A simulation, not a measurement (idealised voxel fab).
process module | voxel transistor to metal
cross-section cut | 170 nm wide | cells 5 nm
A cross-section is a grid of square cells, given in bands from the top down. A band is one or more rows of cells.
Each band's line starts with the height of the band's top and of its bottom, in nm. Then come its materials from left to right, each with its width in nm. One material with "throughout" fills the band from edge to edge. "air" is empty space.
Height 0 is the level under which the wafer as received is all one material. The lowest band goes on downwards, as in "0 down".
A width such as "30 to 40" changes by the same amount from each row of cells to the next, from the band's top row to its bottom row.
"no change" after a step means that no cell of the cross-section changed.
closed voids: empty space of 8 cells or more with no open way to the top, each as width x height at its distance from the left edge, in nm
after a step's settings: what the simulator itself notes on the step
overlay nm, on a step with a mask: how far to the right of its planned place the mask lay; to the left if negative
plan
1 op RECEIVE | material Si
2 op OXIDIZE | depth nm 5
3 op CONFORMAL_DEP | material SiN | thk nm 10
4 op PATTERN | tone cover | mask id ACTIVE | material resist | width nm 95 | thk nm 20 | overlay nm 0
5 op DIRECTIONAL_ETCH | etch materials SiN | depth nm 10
6 op DIRECTIONAL_ETCH | etch materials SiO2 | depth nm 5
7 op DIRECTIONAL_ETCH | etch materials Si | depth nm 35
8 op STRIP | etch materials resist
9 op OXIDIZE | depth nm 5
10 op FILL_DEP | material SiO2 | thk nm 15
11 op CMP | height nm 10
12 op SELECTIVE_ETCH | etch materials SiO2 | depth nm 10
13 op STRIP | etch materials SiN
14 op SELECTIVE_ETCH | etch materials SiO2 | depth nm 5
15 op OXIDIZE | depth nm 5
16 op DIRECTIONAL_DEP | material polySi | thk nm 25
17 op DIRECTIONAL_DEP | material SiCN | thk nm 10
18 op MASKED_ETCH | tone cover | mask id GATE | width nm 25 | etch materials SiCN | depth nm 20 | overlay nm 0
19 op MASKED_ETCH | tone cover | mask id GATE | width nm 25 | etch materials polySi | depth nm 35 | overlay nm 0
20 op CONFORMAL_DEP | material SiO2 | thk nm 5
21 op DIRECTIONAL_ETCH | etch materials SiO2 | depth nm 5
22 op CONFORMAL_DEP | material SiN | thk nm 10
23 op DIRECTIONAL_ETCH | etch materials SiN | depth nm 10
24 op DIRECTIONAL_ETCH | etch materials SiO2 | depth nm 5
25 op EPI | material pSi | thk nm 5
26 op FILL_DEP | material SiO2 | thk nm 10
27 op CMP | height nm 20
28 op STRIP | etch materials polySi
29 op SELECTIVE_ETCH | etch materials SiO2 | depth nm 5
30 op CONFORMAL_DEP | material HfO2 | thk nm 5
31 op CONFORMAL_DEP | material TiN | thk nm 5
32 op FILL_DEP | material W | thk nm 10
33 op CMP | height nm 15
34 op DIRECTIONAL_DEP | material SiO2 | thk nm 15
35 op MASKED_ETCH | tone open | mask id CONTACT | width nm 15 | pitch nm 70 | etch materials SiO2 | depth nm 35 | overlay nm 0
36 op CONFORMAL_DEP | material TiN | thk nm 5
37 op FILL_DEP | material W | thk nm 10
38 op CMP | height nm 30
39 op CONFORMAL_DEP | material SiN | thk nm 5
40 op DIRECTIONAL_DEP | material lowk | thk nm 20
41 op MASKED_ETCH | tone open | mask id METAL_1 | width nm 15 | pitch nm 70 | etch materials lowk | depth nm 20 | overlay nm 0
42 op MASKED_ETCH | tone open | mask id METAL_1 | width nm 15 | pitch nm 70 | etch materials SiN | depth nm 5 | overlay nm 0
43 op CONFORMAL_DEP | material TiN | thk nm 5
44 op FILL_DEP | material W | thk nm 5
45 op CMP | height nm 55
46 op EPI | material Ru | thk nm 5
47 op FILL_DEP | material SiCN | thk nm 5
varied across the wafers: width nm of step 41. The plan shows the first wafer's value. All wafers start alike
first wafer as received, after step 1
  0 down: Si throughout
  closed voids: none
first wafer at the end, after step 47
  65 to 60: SiCN throughout
  60 to 55: SiCN 35 | Ru 25 | SiCN 45 | Ru 25 | SiCN 40
  55 to 35: lowk 40 | TiN 5 | W 5 | TiN 5 | lowk 55 | TiN 5 | W 5 | TiN 5 | lowk 45
  35 to 30: SiN 40 | TiN 15 | SiN 55 | TiN 15 | SiN 45
  30 to 15: SiO2 40 | TiN 5 | W 5 | TiN 5 | SiO2 55 | TiN 5 | W 5 | TiN 5 | SiO2 45
  15 to 0: SiO2 40 | TiN 5 | W 5 | TiN 5 | SiN 10 | HfO2 5 | TiN 5 | W 15 | TiN 5 | HfO2 5 | SiN 10 | TiN 5 | W 5 | TiN 5 | SiO2 45
  0 to -5: SiO2 40 | TiN 15 | SiN 10 | HfO2 5 | TiN 25 | HfO2 5 | SiN 10 | TiN 15 | SiO2 45
  -5 to -10: SiO2 35 | pSi 20 | SiO2 10 | HfO2 35 | SiO2 10 | pSi 20 | SiO2 40
  -10 to -45: SiO2 40 | Si 85 | SiO2 45
  -45 down: Si throughout
  closed voids: none
last wafer at the end
  65 to 60: SiCN throughout
  60 to 55: SiCN 30 | Ru 40 | SiCN 30 | Ru 40 | SiCN 30
  55 to 40: lowk 35 | TiN 5 | W 20 | TiN 5 | lowk 40 | TiN 5 | W 20 | TiN 5 | lowk 35
  40 to 35: lowk 35 | TiN 10 | W 5 | TiN 15 | lowk 40 | TiN 10 | W 5 | TiN 15 | lowk 35
  35 to 30: SiN 40 | TiN 15 | SiN 55 | TiN 15 | SiN 45
  30 to 15: SiO2 40 | TiN 5 | W 5 | TiN 5 | SiO2 55 | TiN 5 | W 5 | TiN 5 | SiO2 45
  15 to 0: SiO2 40 | TiN 5 | W 5 | TiN 5 | SiN 10 | HfO2 5 | TiN 5 | W 15 | TiN 5 | HfO2 5 | SiN 10 | TiN 5 | W 5 | TiN 5 | SiO2 45
  0 to -5: SiO2 40 | TiN 15 | SiN 10 | HfO2 5 | TiN 25 | HfO2 5 | SiN 10 | TiN 15 | SiO2 45
  -5 to -10: SiO2 35 | pSi 20 | SiO2 10 | HfO2 35 | SiO2 10 | pSi 20 | SiO2 40
  -10 to -45: SiO2 40 | Si 85 | SiO2 45
  -45 down: Si throughout
  closed voids: none
each wafer at the end: cells of each material gained (+) or lost (-) since it was received, then its closed voids
width nm 15 | +15 HfO2 | +10 Ru | -187 Si | +58 SiCN | +44 SiN | +290 SiO2 | +63 TiN | +29 W | +112 lowk | +8 pSi | closed voids: none
width nm 20 | +15 HfO2 | +12 Ru | -187 Si | +56 SiCN | +44 SiN | +290 SiO2 | +65 TiN | +35 W | +104 lowk | +8 pSi | closed voids: none
width nm 25 | +15 HfO2 | +14 Ru | -187 Si | +54 SiCN | +44 SiN | +290 SiO2 | +67 TiN | +41 W | +96 lowk | +8 pSi | closed voids: none
width nm 30 | +15 HfO2 | +16 Ru | -187 Si | +52 SiCN | +44 SiN | +290 SiO2 | +69 TiN | +47 W | +88 lowk | +8 pSi | closed voids: none
